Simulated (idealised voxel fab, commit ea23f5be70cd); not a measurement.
A process module follows: voxel released beams.
300 nm wide, 5 nm square cells: that's cross-section cut.
Heads up, the way a cross-section reads in here is a grid of square cells, handed over as bands from the top down, with every band being one or more rows of cells. In this notation a band is specified by the heights of its top and bottom, in that order and in nm, after which its materials appear from left to right, each paired with its width in nm. The word "everywhere" attached to a single material means that material fills the band from edge to edge; the word "empty" stands for empty space. Beneath 0, the wafer as received is one material, and that level is where height counting begins. The lowest band goes on downward without a bottom; it is written like "0 nm and below". The notation "30 to 40" denotes a width that varies across the rows of cells in the band, beginning at the first number in the top row, finishing at the second number in the bottom row, and changing by an identical amount from each row to the next. A step reported as "no alteration" is a step in which no cell of the cross-section changed. "Unvented internal voids" contains a list of empty spaces, each no smaller than 8 cells and without an open way to the top, written in the form width x height at distance with the distance from the left edge and all three in nm. Anything after a step's settings on that line? It's the simulator's own note about the step. Among the settings permitted on a step's line is "overlay nm"; applied to a step with a mask, it specifies the extent to which the mask lay to the right of its planned position, whereas a negative figure signifies a position to the left.
Process steps (planned):
1 RECEIVE | material Si
2 CONFORMAL_DEP | material SiN | thk nm 5
3 DIRECTIONAL_DEP | material SiO2 | thk nm 15
4 DIRECTIONAL_DEP | material aC | thk nm 10
5 PATTERN | tone open | mask id ANCHOR | material resist | width nm 30 | thk nm 30 | overlay nm 0
6 DIRECTIONAL_ETCH | etch materials aC | depth nm 10
7 STRIP | etch materials resist
8 DIRECTIONAL_ETCH | etch materials SiO2 | depth nm 15
9 STRIP | etch materials aC
10 CONFORMAL_DEP | material polySi | thk nm 10
11 PATTERN | tone cover | mask id BEAM | material resist | width nm 105 | thk nm 15 | overlay nm 0
12 DIRECTIONAL_ETCH | etch materials polySi | depth nm 10
13 STRIP | etch materials resist
14 STRIP | etch materials SiO2
The cross-section here shows the wafer as received, i.e. in its state after step 1:
  0 nm and below = Si everywhere
  Unvented internal voids: none
Wafer at module end, in section. Began as above, planned as above, run with one mistake:
  25 nm to 20 nm = 95 nm empty, then 10 nm polySi, then 20 nm empty, then 75 nm polySi, then 100 nm empty
  20 nm to 10 nm = 100 nm empty, then 5 nm polySi, then 20 nm empty, then 5 nm polySi, then 170 nm empty
  10 nm to 5 nm = 100 nm empty, then 30 nm polySi, then 170 nm empty
  5 nm to 0 nm = SiN everywhere
  0 nm and below = Si everywhere
  Unvented internal voids: none
Want to know what went wrong? off-plan run, step 10, actual operation and settings CONFORMAL_DEP | material polySi | thk nm 5
